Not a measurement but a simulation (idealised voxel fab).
Title: Process Module voxel tone inversion
Xsec cut, 170 nm wide, square cell size 5 nm.
A cross-section is written here as square cells arranged in a grid, and it is given in bands from the top down, each band taking up one or more rows of cells. Look at the band entry: it leads with the top's height and the bottom's height in nm. Then it lists the materials left to right, with a width in nm for each. The word "everywhere" on a single material says that material fills the band edge to edge. The word "air" is empty space. Height reference: 0 = level under which incoming wafer is all one material. Lowest band: no bottom, runs on downward, e.g. "0 and below". The notation "30->40" denotes a width that varies across the rows of cells in the band, beginning at the first number in the top row, finishing at the second number in the bottom row, and changing by an identical amount from each row to the next. It should be understood that the words "nothing was modified", when stated for a given step, signify that the cross-section underwent no change in any of its cells during that step. The label "Sealed internal voids" introduces a list of the empty spaces, 8 cells or larger, that have no open way up to the top; each entry in it reads width x height at distance, where the distance is taken from the left edge and all three are stated in nm. Whatever follows a step's settings on its line is a remark the simulator itself makes about that step. A step line may carry the setting "overlay nm", which, for steps involving a mask, states the distance by which the mask lay to the right of its intended position; negative values denote displacement to the left.
Planned process steps:
| 1 | RECEIVE [material Si] |
| 2 | CONFORMAL_DEP [material SiN] [thk nm 10] |
| 3 | DIRECTIONAL_DEP [material aC] [thk nm 25] |
| 4 | PATTERN [tone cover] [mask id POSTS] [material resist] [width nm 25] [pitch nm 40] [thk nm 30] [overlay nm 0] |
| 5 | DIRECTIONAL_ETCH [etch materials aC] [depth nm 25] |
| 6 | STRIP [etch materials resist] |
| 7 | FILL_DEP [material lowk] [thk nm 10] |
| 8 | CMP [height nm 35] |
| 9 | STRIP [etch materials aC] |
| 10 | CONFORMAL_DEP [material TiN] [thk nm 5] |
| 11 | FILL_DEP [material Ru] [thk nm 10] |
| 12 | CMP [height nm 35] |
| 13 | CONFORMAL_DEP [material SiCN] [thk nm 5] |
Of two wafers, the first: run according to plan:
So this is the incoming wafer in cross-section - it's already been through step 1:
	0 and below  Si everywhere
	Sealed internal voids: none
You're looking at a cross-section of the wafer after step 2:
	10 down to 0  SiN everywhere
	Everything under 0 stays put, no change at all.
You're looking at a cross-section of the wafer after step 3:
	35 down to 10  aC everywhere
	Everything under 10 stays put, no change at all.
You're looking at a cross-section of the wafer after step 4:
	65 down to 35  air=30 | resist=25 | air=15 | resist=25 | air=15 | resist=25 | air=35
	Everything under 35 stays put, no change at all.
You're looking at a cross-section of the wafer after step 5:
	40 down to 35  air=30 | resist=25 | air=15 | resist=25 | air=15 | resist=25 | air=35
	35 down to 10  air=30 | aC=25 | air=15 | aC=25 | air=15 | aC=25 | air=35
	Everything under 10 stays put, no change at all.
You're looking at a cross-section of the wafer after step 6:
	35 down to 10  air=30 | aC=25 | air=15 | aC=25 | air=15 | aC=25 | air=35
	Everything under 10 stays put, no change at all.
You're looking at a cross-section of the wafer after step 7:
	45 down to 35  lowk everywhere
	35 down to 10  lowk=30 | aC=25 | lowk=15 | aC=25 | lowk=15 | aC=25 | lowk=35
	Everything under 10 stays put, no change at all.
You're looking at a cross-section of the wafer after step 8:
	35 down to 10  lowk=30 | aC=25 | lowk=15 | aC=25 | lowk=15 | aC=25 | lowk=35
	Everything under 10 stays put, no change at all.
You're looking at a cross-section of the wafer after step 9:
	35 down to 10  lowk=30 | air=25 | lowk=15 | air=25 | lowk=15 | air=25 | lowk=35
	Everything under 10 stays put, no change at all.
You're looking at a cross-section of the wafer after step 10:
	40 down to 35  TiN=35 | air=15 | TiN=25 | air=15 | TiN=25 | air=15 | TiN=40
	35 down to 15  lowk=30 | TiN=5 | air=15 | TiN=5 | lowk=15 | TiN=5 | air=15 | TiN=5 | lowk=15 | TiN=5 | air=15 | TiN=5 | lowk=35
	15 down to 10  lowk=30 | TiN=25 | lowk=15 | TiN=25 | lowk=15 | TiN=25 | lowk=35
	Everything under 10 stays put, no change at all.
You're looking at a cross-section of the wafer after step 11:
	50 down to 40  Ru everywhere
	40 down to 35  TiN=35 | Ru=15 | TiN=25 | Ru=15 | TiN=25 | Ru=15 | TiN=40
	35 down to 15  lowk=30 | TiN=5 | Ru=15 | TiN=5 | lowk=15 | TiN=5 | Ru=15 | TiN=5 | lowk=15 | TiN=5 | Ru=15 | TiN=5 | lowk=35
	Everything under 15 stays put, no change at all.
You're looking at a cross-section of the wafer after step 12:
	35 down to 15  lowk=30 | TiN=5 | Ru=15 | TiN=5 | lowk=15 | TiN=5 | Ru=15 | TiN=5 | lowk=15 | TiN=5 | Ru=15 | TiN=5 | lowk=35
	Everything under 15 stays put, no change at all.
You're looking at a cross-section of the wafer after step 13:
	40 down to 35  SiCN everywhere
	Everything under 35 stays put, no change at all.
Wafer two. Same start, same plan, one slip in execution. Same as wafer one through step 3, inclusive:
Second wafer profile in section, at the moment step 4 of the plan was meant to be complete:
	65 down to 35  resist=30 | air=25 | resist=15 | air=25 | resist=15 | air=25 | resist=35
	Everything under 35 stays put, no change at all.
Second wafer profile in section, at the moment step 5 of the plan was meant to be complete:
	40 down to 35  resist=30 | air=25 | resist=15 | air=25 | resist=15 | air=25 | resist=35
	35 down to 10  aC=30 | air=25 | aC=15 | air=25 | aC=15 | air=25 | aC=35
	Everything under 10 stays put, no change at all.
Second wafer profile in section, at the moment step 6 of the plan was meant to be complete:
	35 down to 10  aC=30 | air=25 | aC=15 | air=25 | aC=15 | air=25 | aC=35
	Everything under 10 stays put, no change at all.
Second wafer profile in section, at the moment step 7 of the plan was meant to be complete:
	45 down to 35  lowk everywhere
	35 down to 10  aC=30 | lowk=25 | aC=15 | lowk=25 | aC=15 | lowk=25 | aC=35
	Everything under 10 stays put, no change at all.
Second wafer profile in section, at the moment step 8 of the plan was meant to be complete:
	35 down to 10  aC=30 | lowk=25 | aC=15 | lowk=25 | aC=15 | lowk=25 | aC=35
	Everything under 10 stays put, no change at all.
Second wafer profile in section, at the moment step 9 of the plan was meant to be complete:
	35 down to 10  air=30 | lowk=25 | air=15 | lowk=25 | air=15 | lowk=25 | air=35
	Everything under 10 stays put, no change at all.
Second wafer profile in section, at the moment step 10 of the plan was meant to be complete:
	40 down to 35  air=25 | TiN=35 | air=5 | TiN=35 | air=5 | TiN=35 | air=30
	35 down to 15  air=25 | TiN=5 | lowk=25 | TiN=5 | air=5 | TiN=5 | lowk=25 | TiN=5 | air=5 | TiN=5 | lowk=25 | TiN=5 | air=30
	15 down to 10  TiN=30 | lowk=25 | TiN=15 | lowk=25 | TiN=15 | lowk=25 | TiN=35
	Everything under 10 stays put, no change at all.
Second wafer profile in section, at the moment step 11 of the plan was meant to be complete:
	50 down to 40  Ru everywhere
	40 down to 35  Ru=25 | TiN=35 | Ru=5 | TiN=35 | Ru=5 | TiN=35 | Ru=30
	35 down to 15  Ru=25 | TiN=5 | lowk=25 | TiN=5 | Ru=5 | TiN=5 | lowk=25 | TiN=5 | Ru=5 | TiN=5 | lowk=25 | TiN=5 | Ru=30
	Everything under 15 stays put, no change at all.
Second wafer profile in section, at the moment step 12 of the plan was meant to be complete:
	35 down to 15  Ru=25 | TiN=5 | lowk=25 | TiN=5 | Ru=5 | TiN=5 | lowk=25 | TiN=5 | Ru=5 | TiN=5 | lowk=25 | TiN=5 | Ru=30
	Everything under 15 stays put, no change at all.
Second wafer profile in section, at the moment step 13 of the plan was meant to be complete:
	40 down to 35  SiCN everywhere
	Everything under 35 stays put, no change at all.
The plan and the run diverged here: step 4 deviated from plan and actually ran as PATTERN [tone open] [mask id POSTS] [material resist] [width nm 25] [pitch nm 40] [thk nm 30] [overlay nm 0]
Final cells, second wafer relative to first, materials higher or lower: Ru: 16 more; TiN: 4 more; lowk: 20 fewer
